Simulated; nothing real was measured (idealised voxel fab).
This section sets out a process module, namely voxel wiring stack.
The cross-section on display is named cut; it measures 290 nm wide, and its cells are 5 nm squares.
We lay out every cross-section as a grid of square cells and spell it out in bands from the top down, where one band means one or more rows of cells. The entry gives the band's vertical extent as a top height and a bottom height in nm, then its horizontal make-up as materials from left to right, each with a width in nm. "air" stands for empty space; a single material marked "all across" fills the band edge to edge. Measure heights from 0. That's the level where, below it, the as-received wafer is all one material. The lowest band is bottomless and extends downward; write it as in "z 0 and below". Quick explanation for "30 to 40": the width changes in equal steps down the rows of cells, from the first number in the band's top row to the second number in its bottom row. "nothing changed" for a step: no cell of the cross-section changed in that step. Look at "Enclosed voids" for the closed voids: empty spaces with no open path to the top, sized 8 cells or up. Each is width x height at distance, distance from the left edge, all nm. Note: text after step settings on the step line = simulator remark on that step. Steps that use a mask can have "overlay nm" on their line. It says how far the mask sat to the right of where it was meant to be. Negative means to the left.

[Planned process steps]
1) RECEIVE, material Si
2) CONFORMAL_DEP, material SiO2, thk nm 10
3) CONFORMAL_DEP, material SiCN, thk nm 5
4) DIRECTIONAL_DEP, material lowk, thk nm 15
5) MASKED_ETCH, tone open, mask id METAL_1, width nm 25, pitch nm 50, etch materials lowk, depth nm 15, overlay nm 0
6) MASKED_ETCH, tone open, mask id METAL_1, width nm 25, pitch nm 50, etch materials SiCN, depth nm 5, overlay nm 0
7) CONFORMAL_DEP, material TiN, thk nm 5
8) FILL_DEP, material Ru, thk nm 5
9) CMP, height nm 30
10) CONFORMAL_DEP, material SiCN, thk nm 5
11) DIRECTIONAL_DEP, material SiO2, thk nm 20
12) PATTERN, tone open, mask id PLUG_1, material resist, width nm 15, pitch nm 50, thk nm 15, overlay nm 0
13) DIRECTIONAL_ETCH, etch materials SiO2, depth nm 20
14) DIRECTIONAL_ETCH, etch materials SiCN, depth nm 5
15) STRIP, etch materials resist
16) CONFORMAL_DEP, material TiN, thk nm 5
17) FILL_DEP, material W, thk nm 5
18) CMP, height nm 55
19) CONFORMAL_DEP, material SiCN, thk nm 5
20) DIRECTIONAL_DEP, material SiO2, thk nm 20
21) PATTERN, tone open, mask id METAL_2, material resist, width nm 25, pitch nm 50, thk nm 15, overlay nm 0
22) DIRECTIONAL_ETCH, etch materials SiO2, depth nm 20
23) DIRECTIONAL_ETCH, etch materials SiCN, depth nm 5
24) STRIP, etch materials resist
25) CONFORMAL_DEP, material TiN, thk nm 5
26) FILL_DEP, material Cu, thk nm 5
27) CMP, height nm 80
28) CONFORMAL_DEP, material SiCN, thk nm 5

[First of two wafers - as planned]

[Cross-section of the wafer at receipt, which is the condition after step 1]
- z 0 and below: Si all across
- Enclosed voids: none

[Take a look at the wafer's cross-section after step 2]
- z 10 to 0: SiO2 all across
- Beneath the level 0, the cross-section is identical to its previous state.

[Take a look at the wafer's cross-section after step 3]
- z 15 to 10: SiCN all across
- Beneath the level 10, the cross-section is identical to its previous state.

[Take a look at the wafer's cross-section after step 4]
- z 30 to 15: lowk all across
- Beneath the level 15, the cross-section is identical to its previous state.

[Take a look at the wafer's cross-section after step 5]
- z 30 to 15: lowk: 105 / air: 25 / lowk: 25 / air: 25 / lowk: 110
- Beneath the level 15, the cross-section is identical to its previous state.

[Take a look at the wafer's cross-section after step 6]
- z 30 to 15: lowk: 105 / air: 25 / lowk: 25 / air: 25 / lowk: 110
- z 15 to 10: SiCN: 105 / air: 25 / SiCN: 25 / air: 25 / SiCN: 110
- Beneath the level 10, the cross-section is identical to its previous state.

[Take a look at the wafer's cross-section after step 7]
- z 35 to 30: TiN: 110 / air: 15 / TiN: 35 / air: 15 / TiN: 115
- z 30 to 15: lowk: 105 / TiN: 5 / air: 15 / TiN: 5 / lowk: 25 / TiN: 5 / air: 15 / TiN: 5 / lowk: 110
- z 15 to 10: SiCN: 105 / TiN: 25 / SiCN: 25 / TiN: 25 / SiCN: 110
- Beneath the level 10, the cross-section is identical to its previous state.

[Take a look at the wafer's cross-section after step 8]
- z 40 to 35: Ru all across
- z 35 to 30: TiN: 110 / Ru: 15 / TiN: 35 / Ru: 15 / TiN: 115
- z 30 to 15: lowk: 105 / TiN: 5 / Ru: 15 / TiN: 5 / lowk: 25 / TiN: 5 / Ru: 15 / TiN: 5 / lowk: 110
- Beneath the level 15, the cross-section is identical to its previous state.

[Take a look at the wafer's cross-section after step 9]
- z 30 to 15: lowk: 105 / TiN: 5 / Ru: 15 / TiN: 5 / lowk: 25 / TiN: 5 / Ru: 15 / TiN: 5 / lowk: 110
- Beneath the level 15, the cross-section is identical to its previous state.

[Take a look at the wafer's cross-section after step 10]
- z 35 to 30: SiCN all across
- Beneath the level 30, the cross-section is identical to its previous state.

[Take a look at the wafer's cross-section after step 11]
- z 55 to 35: SiO2 all across
- Beneath the level 35, the cross-section is identical to its previous state.

[Take a look at the wafer's cross-section after step 12]
- z 70 to 55: resist: 105 / air: 15 / resist: 35 / air: 15 / resist: 120
- Beneath the level 55, the cross-section is identical to its previous state.

[Take a look at the wafer's cross-section after step 13]
- z 70 to 55: resist: 105 / air: 15 / resist: 35 / air: 15 / resist: 120
- z 55 to 35: SiO2: 105 / air: 15 / SiO2: 35 / air: 15 / SiO2: 120
- Beneath the level 35, the cross-section is identical to its previous state.

[Take a look at the wafer's cross-section after step 14]
- z 70 to 55: resist: 105 / air: 15 / resist: 35 / air: 15 / resist: 120
- z 55 to 35: SiO2: 105 / air: 15 / SiO2: 35 / air: 15 / SiO2: 120
- z 35 to 30: SiCN: 105 / air: 15 / SiCN: 35 / air: 15 / SiCN: 120
- Beneath the level 30, the cross-section is identical to its previous state.

[Take a look at the wafer's cross-section after step 15]
- z 55 to 35: SiO2: 105 / air: 15 / SiO2: 35 / air: 15 / SiO2: 120
- Beneath the level 35, the cross-section is identical to its previous state.

[Take a look at the wafer's cross-section after step 16]
- z 60 to 55: TiN: 110 / air: 5 / TiN: 45 / air: 5 / TiN: 125
- z 55 to 35: SiO2: 105 / TiN: 5 / air: 5 / TiN: 5 / SiO2: 35 / TiN: 5 / air: 5 / TiN: 5 / SiO2: 120
- z 35 to 30: SiCN: 105 / TiN: 15 / SiCN: 35 / TiN: 15 / SiCN: 120
- Beneath the level 30, the cross-section is identical to its previous state.

[Take a look at the wafer's cross-section after step 17]
- z 65 to 60: W all across
- z 60 to 55: TiN: 110 / W: 5 / TiN: 45 / W: 5 / TiN: 125
- z 55 to 35: SiO2: 105 / TiN: 5 / W: 5 / TiN: 5 / SiO2: 35 / TiN: 5 / W: 5 / TiN: 5 / SiO2: 120
- Beneath the level 35, the cross-section is identical to its previous state.

[Take a look at the wafer's cross-section after step 18]
- z 55 to 35: SiO2: 105 / TiN: 5 / W: 5 / TiN: 5 / SiO2: 35 / TiN: 5 / W: 5 / TiN: 5 / SiO2: 120
- Beneath the level 35, the cross-section is identical to its previous state.

[Take a look at the wafer's cross-section after step 19]
- z 60 to 55: SiCN all across
- Beneath the level 55, the cross-section is identical to its previous state.

[Take a look at the wafer's cross-section after step 20]
- z 80 to 60: SiO2 all across
- Beneath the level 60, the cross-section is identical to its previous state.

[Take a look at the wafer's cross-section after step 21]
- z 95 to 80: resist: 105 / air: 25 / resist: 25 / air: 25 / resist: 110
- Beneath the level 80, the cross-section is identical to its previous state.

[Take a look at the wafer's cross-section after step 22]
- z 95 to 80: resist: 105 / air: 25 / resist: 25 / air: 25 / resist: 110
- z 80 to 60: SiO2: 105 / air: 25 / SiO2: 25 / air: 25 / SiO2: 110
- Beneath the level 60, the cross-section is identical to its previous state.

[Take a look at the wafer's cross-section after step 23]
- z 95 to 80: resist: 105 / air: 25 / resist: 25 / air: 25 / resist: 110
- z 80 to 60: SiO2: 105 / air: 25 / SiO2: 25 / air: 25 / SiO2: 110
- z 60 to 55: SiCN: 105 / air: 25 / SiCN: 25 / air: 25 / SiCN: 110
- Beneath the level 55, the cross-section is identical to its previous state.

[Take a look at the wafer's cross-section after step 24]
- z 80 to 60: SiO2: 105 / air: 25 / SiO2: 25 / air: 25 / SiO2: 110
- Beneath the level 60, the cross-section is identical to its previous state.

[Take a look at the wafer's cross-section after step 25]
- z 85 to 80: TiN: 110 / air: 15 / TiN: 35 / air: 15 / TiN: 115
- z 80 to 60: SiO2: 105 / TiN: 5 / air: 15 / TiN: 5 / SiO2: 25 / TiN: 5 / air: 15 / TiN: 5 / SiO2: 110
- z 60 to 55: SiCN: 105 / TiN: 25 / SiCN: 25 / TiN: 25 / SiCN: 110
- Beneath the level 55, the cross-section is identical to its previous state.

[Take a look at the wafer's cross-section after step 26]
- z 90 to 85: Cu all across
- z 85 to 80: TiN: 110 / Cu: 15 / TiN: 35 / Cu: 15 / TiN: 115
- z 80 to 60: SiO2: 105 / TiN: 5 / Cu: 15 / TiN: 5 / SiO2: 25 / TiN: 5 / Cu: 15 / TiN: 5 / SiO2: 110
- Beneath the level 60, the cross-section is identical to its previous state.

[Take a look at the wafer's cross-section after step 27]
- z 80 to 60: SiO2: 105 / TiN: 5 / Cu: 15 / TiN: 5 / SiO2: 25 / TiN: 5 / Cu: 15 / TiN: 5 / SiO2: 110
- Beneath the level 60, the cross-section is identical to its previous state.

[Take a look at the wafer's cross-section after step 28]
- z 85 to 80: SiCN all across
- Beneath the level 80, the cross-section is identical to its previous state.

[Now the other wafer: same start, same recipe, but we messed up one thing when running it. Up to and including step 2 it's the same as the first one]

when step 3 should have ended: nothing changed

[when step 4 should have ended]
- z 25 to 10: lowk all across
- Beneath the level 10, the cross-section is identical to its previous state.

[when step 5 should have ended]
- z 25 to 10: lowk: 105 / air: 25 / lowk: 25 / air: 25 / lowk: 110
- Beneath the level 10, the cross-section is identical to its previous state.

when step 6 should have ended: nothing changed

[when step 7 should have ended]
- z 30 to 25: TiN: 110 / air: 15 / TiN: 35 / air: 15 / TiN: 115
- z 25 to 15: lowk: 105 / TiN: 5 / air: 15 / TiN: 5 / lowk: 25 / TiN: 5 / air: 15 / TiN: 5 / lowk: 110
- z 15 to 10: lowk: 105 / TiN: 25 / lowk: 25 / TiN: 25 / lowk: 110
- Beneath the level 10, the cross-section is identical to its previous state.

[when step 8 should have ended]
- z 35 to 30: Ru all across
- z 30 to 25: TiN: 110 / Ru: 15 / TiN: 35 / Ru: 15 / TiN: 115
- z 25 to 15: lowk: 105 / TiN: 5 / Ru: 15 / TiN: 5 / lowk: 25 / TiN: 5 / Ru: 15 / TiN: 5 / lowk: 110
- Beneath the level 15, the cross-section is identical to its previous state.

[when step 9 should have ended]
- z 30 to 25: TiN: 110 / Ru: 15 / TiN: 35 / Ru: 15 / TiN: 115
- Beneath the level 25, the cross-section is identical to its previous state.

[when step 10 should have ended]
- z 35 to 30: SiCN all across
- Beneath the level 30, the cross-section is identical to its previous state.

[when step 11 should have ended]
- z 55 to 35: SiO2 all across
- Beneath the level 35, the cross-section is identical to its previous state.

[when step 12 should have ended]
- z 70 to 55: resist: 105 / air: 15 / resist: 35 / air: 15 / resist: 120
- Beneath the level 55, the cross-section is identical to its previous state.

[when step 13 should have ended]
- z 70 to 55: resist: 105 / air: 15 / resist: 35 / air: 15 / resist: 120
- z 55 to 35: SiO2: 105 / air: 15 / SiO2: 35 / air: 15 / SiO2: 120
- Beneath the level 35, the cross-section is identical to its previous state.

[when step 14 should have ended]
- z 70 to 55: resist: 105 / air: 15 / resist: 35 / air: 15 / resist: 120
- z 55 to 35: SiO2: 105 / air: 15 / SiO2: 35 / air: 15 / SiO2: 120
- z 35 to 30: SiCN: 105 / air: 15 / SiCN: 35 / air: 15 / SiCN: 120
- Beneath the level 30, the cross-section is identical to its previous state.

[when step 15 should have ended]
- z 55 to 35: SiO2: 105 / air: 15 / SiO2: 35 / air: 15 / SiO2: 120
- Beneath the level 35, the cross-section is identical to its previous state.

[when step 16 should have ended]
- z 60 to 55: TiN: 110 / air: 5 / TiN: 45 / air: 5 / TiN: 125
- z 55 to 35: SiO2: 105 / TiN: 5 / air: 5 / TiN: 5 / SiO2: 35 / TiN: 5 / air: 5 / TiN: 5 / SiO2: 120
- z 35 to 30: SiCN: 105 / TiN: 15 / SiCN: 35 / TiN: 15 / SiCN: 120
- Beneath the level 30, the cross-section is identical to its previous state.

[when step 17 should have ended]
- z 65 to 60: W all across
- z 60 to 55: TiN: 110 / W: 5 / TiN: 45 / W: 5 / TiN: 125
- z 55 to 35: SiO2: 105 / TiN: 5 / W: 5 / TiN: 5 / SiO2: 35 / TiN: 5 / W: 5 / TiN: 5 / SiO2: 120
- Beneath the level 35, the cross-section is identical to its previous state.

[when step 18 should have ended]
- z 55 to 35: SiO2: 105 / TiN: 5 / W: 5 / TiN: 5 / SiO2: 35 / TiN: 5 / W: 5 / TiN: 5 / SiO2: 120
- Beneath the level 35, the cross-section is identical to its previous state.

[when step 19 should have ended]
- z 60 to 55: SiCN all across
- Beneath the level 55, the cross-section is identical to its previous state.

[when step 20 should have ended]
- z 80 to 60: SiO2 all across
- Beneath the level 60, the cross-section is identical to its previous state.

[when step 21 should have ended]
- z 95 to 80: resist: 105 / air: 25 / resist: 25 / air: 25 / resist: 110
- Beneath the level 80, the cross-section is identical to its previous state.

[when step 22 should have ended]
- z 95 to 80: resist: 105 / air: 25 / resist: 25 / air: 25 / resist: 110
- z 80 to 60: SiO2: 105 / air: 25 / SiO2: 25 / air: 25 / SiO2: 110
- Beneath the level 60, the cross-section is identical to its previous state.

[when step 23 should have ended]
- z 95 to 80: resist: 105 / air: 25 / resist: 25 / air: 25 / resist: 110
- z 80 to 60: SiO2: 105 / air: 25 / SiO2: 25 / air: 25 / SiO2: 110
- z 60 to 55: SiCN: 105 / air: 25 / SiCN: 25 / air: 25 / SiCN: 110
- Beneath the level 55, the cross-section is identical to its previous state.

[when step 24 should have ended]
- z 80 to 60: SiO2: 105 / air: 25 / SiO2: 25 / air: 25 / SiO2: 110
- Beneath the level 60, the cross-section is identical to its previous state.

[when step 25 should have ended]
- z 85 to 80: TiN: 110 / air: 15 / TiN: 35 / air: 15 / TiN: 115
- z 80 to 60: SiO2: 105 / TiN: 5 / air: 15 / TiN: 5 / SiO2: 25 / TiN: 5 / air: 15 / TiN: 5 / SiO2: 110
- z 60 to 55: SiCN: 105 / TiN: 25 / SiCN: 25 / TiN: 25 / SiCN: 110
- Beneath the level 55, the cross-section is identical to its previous state.

[when step 26 should have ended]
- z 90 to 85: Cu all across
- z 85 to 80: TiN: 110 / Cu: 15 / TiN: 35 / Cu: 15 / TiN: 115
- z 80 to 60: SiO2: 105 / TiN: 5 / Cu: 15 / TiN: 5 / SiO2: 25 / TiN: 5 / Cu: 15 / TiN: 5 / SiO2: 110
- Beneath the level 60, the cross-section is identical to its previous state.

[when step 27 should have ended]
- z 80 to 60: SiO2: 105 / TiN: 5 / Cu: 15 / TiN: 5 / SiO2: 25 / TiN: 5 / Cu: 15 / TiN: 5 / SiO2: 110
- Beneath the level 60, the cross-section is identical to its previous state.

[when step 28 should have ended]
- z 85 to 80: SiCN all across
- Beneath the level 80, the cross-section is identical to its previous state.
Which mistake was made when the wafer was run? step 3 of the plan was jumped over and never run
Cell-count delta at end, second wafer over first, by material: SiCN -48; TiN +48
